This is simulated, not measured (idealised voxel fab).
A process module follows: voxel ribs on slabs.
Cross-section cut: width 165 nm, square cells of 5 nm.
Notation: cross-section as square-cell grid; stated in bands, top first, going down; one or more cell rows per band.
Read a band's entry like this: the first values are the height of its top and the height of its bottom in nm, and what follows is the sequence of materials from left to right, each with its width in nm. Note that "blank" is empty space, and that a single material marked "full width" reaches across the band from edge to edge.
Heights are measured from 0, the level below which the as-received wafer is all one material; the lowest band has no bottom and continues downward, written as in "0 and below".
With a width like "30 to 40", each row of cells in the band differs from the next by the same amount, the top row carrying the first number and the bottom row the second.
"nothing got changed" after a step means that no cell of the cross-section changed.
This entry, "Closed void register", enumerates those empty regions of no fewer than 8 cells that possess no open connection to the top. Each region is reported in the form width x height at distance, the distance being taken from the left edge, with all three quantities expressed in nm.
It should be noted that, on the line of a given step, the content following the step's settings is a remark produced by the simulator itself with respect to that step.
The line of a step may include "overlay nm". On a step with a mask, this value is how far to the right of its planned place the mask lay. A negative value means the mask lay to the left.
# The process steps that were planned are listed below
step 1: RECEIVE: material Si
step 2: DIRECTIONAL_DEP: material SiO2, thk nm 20
step 3: DIRECTIONAL_DEP: material SiN, thk nm 15
step 4: PATTERN: tone cover, mask id RIB, material resist, width nm 15, thk nm 20, overlay nm 0
step 5: DIRECTIONAL_ETCH: etch materials SiN, depth nm 5
step 6: STRIP: etch materials resist
step 7: MASKED_ETCH: tone cover, mask id SLAB, width nm 55, etch materials SiN, depth nm 10, overlay nm 0
step 8: FILL_DEP: material SiO2, thk nm 25
step 9: CMP: height nm 55
step 10: DIRECTIONAL_DEP: material TiN, thk nm 10
step 11: DIRECTIONAL_DEP: material aC, thk nm 10
step 12: PATTERN: tone cover, mask id HEATER, material resist, width nm 25, thk nm 30, overlay nm 0
step 13: DIRECTIONAL_ETCH: etch materials aC, depth nm 10
step 14: STRIP: etch materials resist
step 15: DIRECTIONAL_ETCH: etch materials TiN, depth nm 10
step 16: STRIP: etch materials aC
step 17: CONFORMAL_DEP: material SiO2, thk nm 10
# as received, after step 1
0 and below = Si full width
Closed void register: none
# Wafer at module end, in section. Began as above, planned as above, run with one mistake
75 down to 65 = blank 60, SiO2 45, blank 60
65 down to 55 = SiO2 70, TiN 25, SiO2 70
55 down to 20 = SiN full width
20 down to 0 = SiO2 full width
0 and below = Si full width
Closed void register: none
Here's what went sideways: step 8 changed vs plan, executed as FILL_DEP: material SiN, thk nm 25
